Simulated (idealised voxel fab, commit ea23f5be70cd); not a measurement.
Proc. module: voxel released beams
Xsec cut, 280 nm wide, square cell size 5 nm.
How to read a cross-section here: the picture is a grid of square cells, written as bands going from the top down, and any band can span one or more rows of cells.
Within each band entry, the heights of the top and of the bottom of the band appear first, in that order and in nm; the materials of the band then follow from left to right, each with its corresponding width in nm. The designation "edge to edge" on a single material indicates that it fills the band from edge to edge; the designation "air" indicates empty space.
The level at which height equals 0 is the one under which the wafer, as it arrives, is entirely one material. No lower edge exists for the bottom band, which continues downward and is notated as in "0 -> down".
Top row gets the first number, bottom row gets the second, and each row in between changes by the same step: that is how a band width like "30->40" works.
When a step is marked "nothing was modified", none of the cells in the cross-section changed during that step.
Empty spaces without an open route to the top, at least 8 cells in extent, make up the entry "Catalogued sealed voids"; each is given as width x height at distance, where the distance is measured from the left edge, and all are in nm.
That trailing text on a step's line, after the settings, is the simulator's own remark on the step.
The optional step-line setting "overlay nm" applies to steps with a mask and quantifies how far to the right of its planned location the mask lay, a negative value indicating leftward placement.

Planned step list for the process
1,RECEIVE,material Si
2,CONFORMAL_DEP,material Al2O3,thk nm 10
3,DIRECTIONAL_DEP,material SiO2,thk nm 15
4,MASKED_ETCH,tone open,mask id ANCHOR,width nm 25,etch materials SiO2,depth nm 15,overlay nm 0
5,CONFORMAL_DEP,material W,thk nm 10
6,DIRECTIONAL_DEP,material aC,thk nm 15
7,PATTERN,tone cover,mask id BEAM,material resist,width nm 105,thk nm 35,overlay nm 0
8,DIRECTIONAL_ETCH,etch materials aC,depth nm 15
9,STRIP,etch materials resist
10,DIRECTIONAL_ETCH,etch materials W,depth nm 10
11,STRIP,etch materials aC
12,STRIP,etch materials SiO2

Wafer, first of two, run as planned

Here's what the wafer looked like in cross-section when it arrived - that's after step 1
* 0 -> down  Si edge to edge
* Catalogued sealed voids: none

The wafer in cross-section once step 2 is complete
* 10 -> 0  Al2O3 edge to edge
* Unchanged below 0.

The wafer in cross-section once step 3 is complete
* 25 -> 10  SiO2 edge to edge
* Unchanged below 10.

The wafer in cross-section once step 4 is complete
* 25 -> 10  90 SiO2, then 25 air, then 165 SiO2
* Unchanged below 10.

The wafer in cross-section once step 5 is complete
* 35 -> 25  100 W, then 5 air, then 175 W
* 25 -> 20  90 SiO2, then 10 W, then 5 air, then 10 W, then 165 SiO2
* 20 -> 10  90 SiO2, then 25 W, then 165 SiO2
* Unchanged below 10.

The wafer in cross-section once step 6 is complete
* 50 -> 35  100 aC, then 5 air, then 175 aC
* 35 -> 25  100 W, then 5 aC, then 175 W
* 25 -> 20  90 SiO2, then 10 W, then 5 aC, then 10 W, then 165 SiO2
* Unchanged below 20.

The wafer in cross-section once step 7 is complete
* 85 -> 50  85 air, then 105 resist, then 90 air
* 50 -> 35  100 aC, then 5 resist, then 175 aC
* Unchanged below 35.

The wafer in cross-section once step 8 is complete
* 70 -> 50  85 air, then 105 resist, then 90 air
* 50 -> 35  85 air, then 15 aC, then 5 resist, then 85 aC, then 90 air
* Unchanged below 35.

The wafer in cross-section once step 9 is complete
* 50 -> 35  85 air, then 15 aC, then 5 air, then 85 aC, then 90 air
* Unchanged below 35.

The wafer in cross-section once step 10 is complete
* 50 -> 35  85 air, then 15 aC, then 5 air, then 85 aC, then 90 air
* 35 -> 25  85 air, then 15 W, then 5 aC, then 85 W, then 90 air
* Unchanged below 25.

The wafer in cross-section once step 11 is complete
* 35 -> 25  85 air, then 15 W, then 5 air, then 85 W, then 90 air
* 25 -> 20  90 SiO2, then 10 W, then 5 air, then 10 W, then 165 SiO2
* Unchanged below 20.

The wafer in cross-section once step 12 is complete
* 35 -> 25  85 air, then 15 W, then 5 air, then 85 W, then 90 air
* 25 -> 20  90 air, then 10 W, then 5 air, then 10 W, then 165 air
* 20 -> 10  90 air, then 25 W, then 165 air
* Unchanged below 10.

Wafer two: like wafer one in start and plan, but with one mistake in execution; identical up to and including step 3

Cross-section: second wafer, time at which step 4 was scheduled to end
* 25 -> 10  85 SiO2, then 35 air, then 160 SiO2
* Unchanged below 10.

Cross-section: second wafer, time at which step 5 was scheduled to end
* 35 -> 25  95 W, then 15 air, then 170 W
* 25 -> 20  85 SiO2, then 10 W, then 15 air, then 10 W, then 160 SiO2
* 20 -> 10  85 SiO2, then 35 W, then 160 SiO2
* Unchanged below 10.

Cross-section: second wafer, time at which step 6 was scheduled to end
* 50 -> 35  95 aC, then 15 air, then 170 aC
* 35 -> 25  95 W, then 15 aC, then 170 W
* 25 -> 20  85 SiO2, then 10 W, then 15 aC, then 10 W, then 160 SiO2
* Unchanged below 20.

Cross-section: second wafer, time at which step 7 was scheduled to end
* 85 -> 50  85 air, then 105 resist, then 90 air
* 50 -> 35  95 aC, then 15 resist, then 170 aC
* Unchanged below 35.

Cross-section: second wafer, time at which step 8 was scheduled to end
* 70 -> 50  85 air, then 105 resist, then 90 air
* 50 -> 35  85 air, then 10 aC, then 15 resist, then 80 aC, then 90 air
* Unchanged below 35.

Cross-section: second wafer, time at which step 9 was scheduled to end
* 50 -> 35  85 air, then 10 aC, then 15 air, then 80 aC, then 90 air
* Unchanged below 35.

Cross-section: second wafer, time at which step 10 was scheduled to end
* 50 -> 35  85 air, then 10 aC, then 15 air, then 80 aC, then 90 air
* 35 -> 25  85 air, then 10 W, then 15 aC, then 80 W, then 90 air
* Unchanged below 25.

Cross-section: second wafer, time at which step 11 was scheduled to end
* 35 -> 25  85 air, then 10 W, then 15 air, then 80 W, then 90 air
* 25 -> 20  85 SiO2, then 10 W, then 15 air, then 10 W, then 160 SiO2
* Unchanged below 20.

Cross-section: second wafer, time at which step 12 was scheduled to end
* 35 -> 25  85 air, then 10 W, then 15 air, then 80 W, then 90 air
* 25 -> 20  85 air, then 10 W, then 15 air, then 10 W, then 160 air
* 20 -> 10  85 air, then 35 W, then 160 air
* Unchanged below 10.
What was done differently from what was planned? step 4 ran differently from the plan; actual operation with settings: MASKED_ETCH,tone open,mask id ANCHOR,width nm 35,etch materials SiO2,depth nm 15,overlay nm 0
At the close, every material occupies the same number of cells on the second wafer as on the first, only in different positions.
